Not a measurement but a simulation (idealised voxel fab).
This is a process module. Its name is voxel tone inversion.
Pictured: cross-section cut, 255 nm wide, on a grid of 5 nm square cells.
In this document a cross-section is written as a grid of square cells. It is given as a series of bands, listed from the top down, and a band is one or more rows of cells.
Quick guide to a band line: top height, bottom height (nm) up front; then every material left to right with its width in nm. Only one material and it's marked "all across"? Then it fills the band edge to edge. And "blank" just means empty space.
It should be noted that heights are counted from 0, beneath which the wafer as supplied is of one material throughout, and that the lowest band possesses no lower boundary but continues downward, as written in "0..down".
When a width is written as two numbers, as in "30..40", the first number is the width in the top row of cells of the band and the second is the width in its bottom row, and the width changes by the same amount from each row to the next.
"no modification" (step): cross-section cells unchanged, all of them.
"Fully sealed cavities" - sealed voids, min. 8 cells, no opening to top; format: width x height at distance (distance from left edge; nm throughout).
If you see something after the settings on a step's line, that's the simulator's own remark about that step.
The optional step-line setting "overlay nm" applies to steps with a mask and quantifies how far to the right of its planned location the mask lay, a negative value indicating leftward placement.
Read the rest as pairs. Take the cross-section before one process step, then the cross-section after it, which shows only down to the lowest band that changed. Under the pair, find the step between them and its settings. Bear in mind that pairs may come from different runs of this module on the same starting wafer: link a pair to the pair above it only where its entry headed "Before processing step" says to.

Before processing step
    0..down  Si all across
    Fully sealed cavities: none

Structure After Step
    5..0  SiN all across
    All layers under 0 are left as they were.
    Fully sealed cavities: none
The step that takes the structure from the upper cross-section to the lower one is CONFORMAL_DEP,material SiN,thk nm 5

Before processing step: carried over from the after image of the pair right above.

Structure After Step
    20..5  polySi all across
    All layers under 5 are left as they were.
    Fully sealed cavities: none
The step that takes the structure from the upper cross-section to the lower one is DIRECTIONAL_DEP,material polySi,thk nm 15

Before processing step: carried over from the after image of the pair right above.

Structure After Step
    45..20  blank 95 / resist 25 / blank 15 / resist 25 / blank 95
    All layers under 20 are left as they were.
    Fully sealed cavities: none
The step that takes the structure from the upper cross-section to the lower one is PATTERN,tone cover,mask id POSTS,material resist,width nm 25,pitch nm 40,thk nm 25,overlay nm 0

Before processing step: carried over from the after image of the pair right above.

Structure After Step
    45..20  blank 95 / resist 25 / blank 15 / resist 25 / blank 95
    20..5  blank 95 / polySi 25 / blank 15 / polySi 25 / blank 95
    All layers under 5 are left as they were.
    Fully sealed cavities: none
The step that takes the structure from the upper cross-section to the lower one is DIRECTIONAL_ETCH,etch materials polySi,depth nm 15

Before processing step: carried over from the after image of the pair right above.

Structure After Step
    20..5  blank 95 / polySi 25 / blank 15 / polySi 25 / blank 95
    All layers under 5 are left as they were.
    Fully sealed cavities: none
The step that takes the structure from the upper cross-section to the lower one is STRIP,etch materials resist

Before processing step: carried over from the after image of the pair right above.

Structure After Step
    25..20  lowk all across
    20..5  lowk 95 / polySi 25 / lowk 15 / polySi 25 / lowk 95
    All layers under 5 are left as they were.
    Fully sealed cavities: none
The step that takes the structure from the upper cross-section to the lower one is FILL_DEP,material lowk,thk nm 5

Before processing step: carried over from the after image of the pair right above.

Structure After Step
    20..5  lowk 95 / polySi 25 / lowk 15 / polySi 25 / lowk 95
    All layers under 5 are left as they were.
    Fully sealed cavities: none
The step that takes the structure from the upper cross-section to the lower one is CMP,height nm 20

Before processing step: carried over from the after image of the pair right above.

Structure After Step
    20..5  lowk 95 / blank 25 / lowk 15 / blank 25 / lowk 95
    All layers under 5 are left as they were.
    Fully sealed cavities: none
The step that takes the structure from the upper cross-section to the lower one is STRIP,etch materials polySi

Before processing step: carried over from the after image of the pair right above.

Structure After Step
    25..20  TiN 100 / blank 15 / TiN 25 / blank 15 / TiN 100
    20..10  lowk 95 / TiN 5 / blank 15 / TiN 5 / lowk 15 / TiN 5 / blank 15 / TiN 5 / lowk 95
    10..5  lowk 95 / TiN 25 / lowk 15 / TiN 25 / lowk 95
    All layers under 5 are left as they were.
    Fully sealed cavities: none
The step that takes the structure from the upper cross-section to the lower one is CONFORMAL_DEP,material TiN,thk nm 5

Before processing step: carried over from the after image of the pair right above.

Structure After Step
    35..25  Cu all across
    25..20  TiN 100 / Cu 15 / TiN 25 / Cu 15 / TiN 100
    20..10  lowk 95 / TiN 5 / Cu 15 / TiN 5 / lowk 15 / TiN 5 / Cu 15 / TiN 5 / lowk 95
    All layers under 10 are left as they were.
    Fully sealed cavities: none
The step that takes the structure from the upper cross-section to the lower one is FILL_DEP,material Cu,thk nm 10

Before processing step: carried over from the after image of the pair right above.

Structure After Step
    20..10  lowk 95 / TiN 5 / Cu 15 / TiN 5 / lowk 15 / TiN 5 / Cu 15 / TiN 5 / lowk 95
    All layers under 10 are left as they were.
    Fully sealed cavities: none
The step that takes the structure from the upper cross-section to the lower one is CMP,height nm 20

Before processing step: carried over from the after image of the pair right above.

Structure After Step
    25..20  SiN all across
    All layers under 20 are left as they were.
    Fully sealed cavities: none
The step that takes the structure from the upper cross-section to the lower one is CONFORMAL_DEP,material SiN,thk nm 5

Before processing step
    0..down  Si all across
    Fully sealed cavities: none

Structure After Step
    15..0  polySi all across
    All layers under 0 are left as they were.
    Fully sealed cavities: none
The step that takes the structure from the upper cross-section to the lower one is DIRECTIONAL_DEP,material polySi,thk nm 15

Before processing step: carried over from the after image of the pair right above.

Structure After Step
    40..15  blank 95 / resist 25 / blank 15 / resist 25 / blank 95
    All layers under 15 are left as they were.
    Fully sealed cavities: none
The step that takes the structure from the upper cross-section to the lower one is PATTERN,tone cover,mask id POSTS,material resist,width nm 25,pitch nm 40,thk nm 25,overlay nm 0

Before processing step: carried over from the after image of the pair right above.

Structure After Step
    40..15  blank 95 / resist 25 / blank 15 / resist 25 / blank 95
    15..0  blank 95 / polySi 25 / blank 15 / polySi 25 / blank 95
    All layers under 0 are left as they were.
    Fully sealed cavities: none
The step that takes the structure from the upper cross-section to the lower one is DIRECTIONAL_ETCH,etch materials polySi,depth nm 15

Before processing step: carried over from the after image of the pair right above.

Structure After Step
    15..0  blank 95 / polySi 25 / blank 15 / polySi 25 / blank 95
    All layers under 0 are left as they were.
    Fully sealed cavities: none
The step that takes the structure from the upper cross-section to the lower one is STRIP,etch materials resist

Before processing step: carried over from the after image of the pair right above.

Structure After Step
    20..15  lowk all across
    15..0  lowk 95 / polySi 25 / lowk 15 / polySi 25 / lowk 95
    All layers under 0 are left as they were.
    Fully sealed cavities: none
The step that takes the structure from the upper cross-section to the lower one is FILL_DEP,material lowk,thk nm 5

Before processing step: carried over from the after image of the pair right above.

Structure After Step
    25..20  TiN all across
    All layers under 20 are left as they were.
    Fully sealed cavities: none
The step that takes the structure from the upper cross-section to the lower one is CONFORMAL_DEP,material TiN,thk nm 5

Before processing step: carried over from the after image of the pair right above.

Structure After Step
    35..25  Cu all across
    All layers under 25 are left as they were.
    Fully sealed cavities: none
The step that takes the structure from the upper cross-section to the lower one is FILL_DEP,material Cu,thk nm 10

Before processing step: carried over from the after image of the pair right above.

Structure After Step
    20..15  lowk all across
    All layers under 15 are left as they were.
    Fully sealed cavities: none
The step that takes the structure from the upper cross-section to the lower one is CMP,height nm 20

Before processing step: carried over from the after image of the pair right above.

Structure After Step
    25..20  SiN all across
    All layers under 20 are left as they were.
    Fully sealed cavities: none
The step that takes the structure from the upper cross-section to the lower one is CONFORMAL_DEP,material SiN,thk nm 5

Before processing step
    15..0  polySi all across
    0..down  Si all across
    Fully sealed cavities: none

Structure After Step
    20..15  SiN all across
    All layers under 15 are left as they were.
    Fully sealed cavities: none
The step that takes the structure from the upper cross-section to the lower one is CONFORMAL_DEP,material SiN,thk nm 5

Before processing step: carried over from the after image of the pair right above.

Structure After Step
    45..20  blank 95 / resist 25 / blank 15 / resist 25 / blank 95
    All layers under 20 are left as they were.
    Fully sealed cavities: none
The step that takes the structure from the upper cross-section to the lower one is PATTERN,tone cover,mask id POSTS,material resist,width nm 25,pitch nm 40,thk nm 25,overlay nm 0

Before processing step: carried over from the after image of the pair right above.

Structure After Step
    20..15  SiN all across
    All layers under 15 are left as they were.
    Fully sealed cavities: none
The step that takes the structure from the upper cross-section to the lower one is STRIP,etch materials resist

Before processing step: carried over from the after image of the pair right above.

Structure After Step
    25..20  lowk all across
    All layers under 20 are left as they were.
    Fully sealed cavities: none
The step that takes the structure from the upper cross-section to the lower one is FILL_DEP,material lowk,thk nm 5

Before processing step: carried over from the after image of the pair right above.

Structure After Step
    20..15  SiN all across
    All layers under 15 are left as they were.
    Fully sealed cavities: none
The step that takes the structure from the upper cross-section to the lower one is CMP,height nm 20

Before processing step: carried over from the after image of the pair right above.

Structure After Step
    25..20  TiN all across
    All layers under 20 are left as they were.
    Fully sealed cavities: none
The step that takes the structure from the upper cross-section to the lower one is CONFORMAL_DEP,material TiN,thk nm 5

Before processing step: carried over from the after image of the pair right above.

Structure After Step
    35..25  Cu all across
    All layers under 25 are left as they were.
    Fully sealed cavities: none
The step that takes the structure from the upper cross-section to the lower one is FILL_DEP,material Cu,thk nm 10

Before processing step: carried over from the after image of the pair right above.

Structure After Step
    20..15  SiN all across
    All layers under 15 are left as they were.
    Fully sealed cavities: none
The step that takes the structure from the upper cross-section to the lower one is CMP,height nm 20

Before processing step: carried over from the after image of the pair right above.

Structure After Step
    25..15  SiN all across
    All layers under 15 are left as they were.
    Fully sealed cavities: none
The step that takes the structure from the upper cross-section to the lower one is CONFORMAL_DEP,material SiN,thk nm 5

Before processing step
    25..20  lowk all across
    20..5  lowk 95 / polySi 25 / lowk 15 / polySi 25 / lowk 95
    5..0  SiN all across
    0..down  Si all across
    Fully sealed cavities: none

Structure After Step
    10..5  lowk 95 / polySi 25 / lowk 15 / polySi 25 / lowk 95
    All layers under 5 are left as they were.
    Fully sealed cavities: none
The step that takes the structure from the upper cross-section to the lower one is CMP,height nm 10

Before processing step: carried over from the after image of the pair right above.

Structure After Step
    10..5  lowk 95 / blank 25 / lowk 15 / blank 25 / lowk 95
    All layers under 5 are left as they were.
    Fully sealed cavities: none
The step that takes the structure from the upper cross-section to the lower one is STRIP,etch materials polySi

Before processing step: carried over from the after image of the pair right above.

Structure After Step
    15..10  TiN 100 / blank 15 / TiN 25 / blank 15 / TiN 100
    10..5  lowk 95 / TiN 25 / lowk 15 / TiN 25 / lowk 95
    All layers under 5 are left as they were.
    Fully sealed cavities: none
The step that takes the structure from the upper cross-section to the lower one is CONFORMAL_DEP,material TiN,thk nm 5

Before processing step: carried over from the after image of the pair right above.

Structure After Step
    25..15  Cu all across
    15..10  TiN 100 / Cu 15 / TiN 25 / Cu 15 / TiN 100
    All layers under 10 are left as they were.
    Fully sealed cavities: none
The step that takes the structure from the upper cross-section to the lower one is FILL_DEP,material Cu,thk nm 10

Before processing step: carried over from the after image of the pair right above.

Structure After Step
    20..15  Cu all across
    All layers under 15 are left as they were.
    Fully sealed cavities: none
The step that takes the structure from the upper cross-section to the lower one is CMP,height nm 20

Before processing step: carried over from the after image of the pair right above.

Structure After Step
    25..20  SiN all across
    All layers under 20 are left as they were.
    Fully sealed cavities: none
The step that takes the structure from the upper cross-section to the lower one is CONFORMAL_DEP,material SiN,thk nm 5

Before processing step
    20..5  polySi all across
    5..0  SiN all across
    0..down  Si all across
    Fully sealed cavities: none

Structure After Step
    45..20  blank 100 / resist 20 / blank 20 / resist 20 / blank 95
    All layers under 20 are left as they were.
    Fully sealed cavities: none
The step that takes the structure from the upper cross-section to the lower one is PATTERN,tone cover,mask id POSTS,material resist,width nm 20,pitch nm 40,thk nm 25,overlay nm 0

Before processing step: carried over from the after image of the pair right above.

Structure After Step
    45..20  blank 100 / resist 20 / blank 20 / resist 20 / blank 95
    20..5  blank 100 / polySi 20 / blank 20 / polySi 20 / blank 95
    All layers under 5 are left as they were.
    Fully sealed cavities: none
The step that takes the structure from the upper cross-section to the lower one is DIRECTIONAL_ETCH,etch materials polySi,depth nm 15

Before processing step: carried over from the after image of the pair right above.

Structure After Step
    20..5  blank 100 / polySi 20 / blank 20 / polySi 20 / blank 95
    All layers under 5 are left as they were.
    Fully sealed cavities: none
The step that takes the structure from the upper cross-section to the lower one is STRIP,etch materials resist

Before processing step: carried over from the after image of the pair right above.

Structure After Step
    25..20  lowk all across
    20..5  lowk 100 / polySi 20 / lowk 20 / polySi 20 / lowk 95
    All layers under 5 are left as they were.
    Fully sealed cavities: none
The step that takes the structure from the upper cross-section to the lower one is FILL_DEP,material lowk,thk nm 5

Before processing step: carried over from the after image of the pair right above.

Structure After Step
    20..5  lowk 100 / polySi 20 / lowk 20 / polySi 20 / lowk 95
    All layers under 5 are left as they were.
    Fully sealed cavities: none
The step that takes the structure from the upper cross-section to the lower one is CMP,height nm 20

Before processing step: carried over from the after image of the pair right above.

Structure After Step
    20..5  lowk 100 / blank 20 / lowk 20 / blank 20 / lowk 95
    All layers under 5 are left as they were.
    Fully sealed cavities: none
The step that takes the structure from the upper cross-section to the lower one is STRIP,etch materials polySi

Before processing step: carried over from the after image of the pair right above.

Structure After Step
    25..20  TiN 105 / blank 10 / TiN 30 / blank 10 / TiN 100
    20..10  lowk 100 / TiN 5 / blank 10 / TiN 5 / lowk 20 / TiN 5 / blank 10 / TiN 5 / lowk 95
    10..5  lowk 100 / TiN 20 / lowk 20 / TiN 20 / lowk 95
    All layers under 5 are left as they were.
    Fully sealed cavities: none
The step that takes the structure from the upper cross-section to the lower one is CONFORMAL_DEP,material TiN,thk nm 5

Before processing step: carried over from the after image of the pair right above.

Structure After Step
    35..25  Cu all across
    25..20  TiN 105 / Cu 10 / TiN 30 / Cu 10 / TiN 100
    20..10  lowk 100 / TiN 5 / Cu 10 / TiN 5 / lowk 20 / TiN 5 / Cu 10 / TiN 5 / lowk 95
    All layers under 10 are left as they were.
    Fully sealed cavities: none
The step that takes the structure from the upper cross-section to the lower one is FILL_DEP,material Cu,thk nm 10

Before processing step: carried over from the after image of the pair right above.

Structure After Step
    20..10  lowk 100 / TiN 5 / Cu 10 / TiN 5 / lowk 20 / TiN 5 / Cu 10 / TiN 5 / lowk 95
    All layers under 10 are left as they were.
    Fully sealed cavities: none
The step that takes the structure from the upper cross-section to the lower one is CMP,height nm 20

Before processing step: carried over from the after image of the pair right above.

Structure After Step
    25..20  SiN all across
    All layers under 20 are left as they were.
    Fully sealed cavities: none
The step that takes the structure from the upper cross-section to the lower one is CONFORMAL_DEP,material SiN,thk nm 5

Before processing step
    20..5  polySi all across
    5..0  SiN all across
    0..down  Si all across
    Fully sealed cavities: none

Structure After Step
    45..20  blank 105 / resist 25 / blank 15 / resist 25 / blank 85
    All layers under 20 are left as they were.
    Fully sealed cavities: none
The step that takes the structure from the upper cross-section to the lower one is PATTERN,tone cover,mask id POSTS,material resist,width nm 25,pitch nm 40,thk nm 25,overlay nm 10

Before processing step: carried over from the after image of the pair right above.

Structure After Step
    45..20  blank 105 / resist 25 / blank 15 / resist 25 / blank 85
    20..5  blank 105 / polySi 25 / blank 15 / polySi 25 / blank 85
    All layers under 5 are left as they were.
    Fully sealed cavities: none
The step that takes the structure from the upper cross-section to the lower one is DIRECTIONAL_ETCH,etch materials polySi,depth nm 15

Before processing step: carried over from the after image of the pair right above.

Structure After Step
    20..5  blank 105 / polySi 25 / blank 15 / polySi 25 / blank 85
    All layers under 5 are left as they were.
    Fully sealed cavities: none
The step that takes the structure from the upper cross-section to the lower one is STRIP,etch materials resist

Before processing step: carried over from the after image of the pair right above.

Structure After Step
    25..20  lowk all across
    20..5  lowk 105 / polySi 25 / lowk 15 / polySi 25 / lowk 85
    All layers under 5 are left as they were.
    Fully sealed cavities: none
The step that takes the structure from the upper cross-section to the lower one is FILL_DEP,material lowk,thk nm 5

Before processing step: carried over from the after image of the pair right above.

Structure After Step
    20..5  lowk 105 / polySi 25 / lowk 15 / polySi 25 / lowk 85
    All layers under 5 are left as they were.
    Fully sealed cavities: none
The step that takes the structure from the upper cross-section to the lower one is CMP,height nm 20

Before processing step: carried over from the after image of the pair right above.

Structure After Step
    20..5  lowk 105 / blank 25 / lowk 15 / blank 25 / lowk 85
    All layers under 5 are left as they were.
    Fully sealed cavities: none
The step that takes the structure from the upper cross-section to the lower one is STRIP,etch materials polySi

Before processing step: carried over from the after image of the pair right above.

Structure After Step
    25..20  TiN 110 / blank 15 / TiN 25 / blank 15 / TiN 90
    20..10  lowk 105 / TiN 5 / blank 15 / TiN 5 / lowk 15 / TiN 5 / blank 15 / TiN 5 / lowk 85
    10..5  lowk 105 / TiN 25 / lowk 15 / TiN 25 / lowk 85
    All layers under 5 are left as they were.
    Fully sealed cavities: none
The step that takes the structure from the upper cross-section to the lower one is CONFORMAL_DEP,material TiN,thk nm 5

Before processing step: carried over from the after image of the pair right above.

Structure After Step
    35..25  Cu all across
    25..20  TiN 110 / Cu 15 / TiN 25 / Cu 15 / TiN 90
    20..10  lowk 105 / TiN 5 / Cu 15 / TiN 5 / lowk 15 / TiN 5 / Cu 15 / TiN 5 / lowk 85
    All layers under 10 are left as they were.
    Fully sealed cavities: none
The step that takes the structure from the upper cross-section to the lower one is FILL_DEP,material Cu,thk nm 10

Before processing step: carried over from the after image of the pair right above.

Structure After Step
    20..10  lowk 105 / TiN 5 / Cu 15 / TiN 5 / lowk 15 / TiN 5 / Cu 15 / TiN 5 / lowk 85
    All layers under 10 are left as they were.
    Fully sealed cavities: none
The step that takes the structure from the upper cross-section to the lower one is CMP,height nm 20

Before processing step: carried over from the after image of the pair right above.

Structure After Step
    25..20  SiN all across
    All layers under 20 are left as they were.
    Fully sealed cavities: none
The step that takes the structure from the upper cross-section to the lower one is CONFORMAL_DEP,material SiN,thk nm 5

Before processing step
    20..5  blank 95 / polySi 25 / blank 15 / polySi 25 / blank 95
    5..0  SiN all across
    0..down  Si all across
    Fully sealed cavities: none

Structure After Step
    25..20  TiN all across
    20..5  TiN 95 / polySi 25 / TiN 15 / polySi 25 / TiN 95
    All layers under 5 are left as they were.
    Fully sealed cavities: none
The step that takes the structure from the upper cross-section to the lower one is FILL_DEP,material TiN,thk nm 5

Before processing step: carried over from the after image of the pair right above.

Structure After Step
    20..5  TiN 95 / polySi 25 / TiN 15 / polySi 25 / TiN 95
    All layers under 5 are left as they were.
    Fully sealed cavities: none
The step that takes the structure from the upper cross-section to the lower one is CMP,height nm 20

Before processing step: carried over from the after image of the pair right above.

Structure After Step
    20..5  TiN 95 / blank 25 / TiN 15 / blank 25 / TiN 95
    All layers under 5 are left as they were.
    Fully sealed cavities: none
The step that takes the structure from the upper cross-section to the lower one is STRIP,etch materials polySi

Before processing step: carried over from the after image of the pair right above.

Structure After Step
    25..10  TiN 100 / blank 15 / TiN 25 / blank 15 / TiN 100
    10..5  TiN all across
    All layers under 5 are left as they were.
    Fully sealed cavities: none
The step that takes the structure from the upper cross-section to the lower one is CONFORMAL_DEP,material TiN,thk nm 5

Before processing step: carried over from the after image of the pair right above.

Structure After Step
    35..25  Cu all across
    25..10  TiN 100 / Cu 15 / TiN 25 / Cu 15 / TiN 100
    All layers under 10 are left as they were.
    Fully sealed cavities: none
The step that takes the structure from the upper cross-section to the lower one is FILL_DEP,material Cu,thk nm 10

Before processing step: carried over from the after image of the pair right above.

Structure After Step
    20..10  TiN 100 / Cu 15 / TiN 25 / Cu 15 / TiN 100
    All layers under 10 are left as they were.
    Fully sealed cavities: none
The step that takes the structure from the upper cross-section to the lower one is CMP,height nm 20

Before processing step: carried over from the after image of the pair right above.

Structure After Step
    25..20  SiN all across
    All layers under 20 are left as they were.
    Fully sealed cavities: none
The step that takes the structure from the upper cross-section to the lower one is CONFORMAL_DEP,material SiN,thk nm 5

Before processing step
    20..5  polySi all across
    5..0  SiN all across
    0..down  Si all across
    Fully sealed cavities: none

Structure After Step
    45..20  resist 95 / blank 25 / resist 15 / blank 25 / resist 95
    All layers under 20 are left as they were.
    Fully sealed cavities: none
The step that takes the structure from the upper cross-section to the lower one is PATTERN,tone open,mask id POSTS,material resist,width nm 25,pitch nm 40,thk nm 25,overlay nm 0

Before processing step: carried over from the after image of the pair right above.

Structure After Step
    45..20  resist 95 / blank 25 / resist 15 / blank 25 / resist 95
    20..5  polySi 95 / blank 25 / polySi 15 / blank 25 / polySi 95
    All layers under 5 are left as they were.
    Fully sealed cavities: none
The step that takes the structure from the upper cross-section to the lower one is DIRECTIONAL_ETCH,etch materials polySi,depth nm 15

Before processing step: carried over from the after image of the pair right above.

Structure After Step
    20..5  polySi 95 / blank 25 / polySi 15 / blank 25 / polySi 95
    All layers under 5 are left as they were.
    Fully sealed cavities: none
The step that takes the structure from the upper cross-section to the lower one is STRIP,etch materials resist

Before processing step: carried over from the after image of the pair right above.

Structure After Step
    25..20  lowk all across
    20..5  polySi 95 / lowk 25 / polySi 15 / lowk 25 / polySi 95
    All layers under 5 are left as they were.
    Fully sealed cavities: none
The step that takes the structure from the upper cross-section to the lower one is FILL_DEP,material lowk,thk nm 5

Before processing step: carried over from the after image of the pair right above.

Structure After Step
    20..5  polySi 95 / lowk 25 / polySi 15 / lowk 25 / polySi 95
    All layers under 5 are left as they were.
    Fully sealed cavities: none
The step that takes the structure from the upper cross-section to the lower one is CMP,height nm 20

Before processing step: carried over from the after image of the pair right above.

Structure After Step
    20..5  blank 95 / lowk 25 / blank 15 / lowk 25 / blank 95
    All layers under 5 are left as they were.
    Fully sealed cavities: none
The step that takes the structure from the upper cross-section to the lower one is STRIP,etch materials polySi

Before processing step: carried over from the after image of the pair right above.

Structure After Step
    25..20  blank 90 / TiN 35 / blank 5 / TiN 35 / blank 90
    20..10  blank 90 / TiN 5 / lowk 25 / TiN 5 / blank 5 / TiN 5 / lowk 25 / TiN 5 / blank 90
    10..5  TiN 95 / lowk 25 / TiN 15 / lowk 25 / TiN 95
    All layers under 5 are left as they were.
    Fully sealed cavities: none
The step that takes the structure from the upper cross-section to the lower one is CONFORMAL_DEP,material TiN,thk nm 5

Before processing step: carried over from the after image of the pair right above.

Structure After Step
    35..25  Cu all across
    25..20  Cu 90 / TiN 35 / Cu 5 / TiN 35 / Cu 90
    20..10  Cu 90 / TiN 5 / lowk 25 / TiN 5 / Cu 5 / TiN 5 / lowk 25 / TiN 5 / Cu 90
    All layers under 10 are left as they were.
    Fully sealed cavities: none
The step that takes the structure from the upper cross-section to the lower one is FILL_DEP,material Cu,thk nm 10

Before processing step: carried over from the after image of the pair right above.

Structure After Step
    20..10  Cu 90 / TiN 5 / lowk 25 / TiN 5 / Cu 5 / TiN 5 / lowk 25 / TiN 5 / Cu 90
    All layers under 10 are left as they were.
    Fully sealed cavities: none
The step that takes the structure from the upper cross-section to the lower one is CMP,height nm 20

Before processing step: carried over from the after image of the pair right above.

Structure After Step
    25..20  SiN all across
    All layers under 20 are left as they were.
    Fully sealed cavities: none
The step that takes the structure from the upper cross-section to the lower one is CONFORMAL_DEP,material SiN,thk nm 5
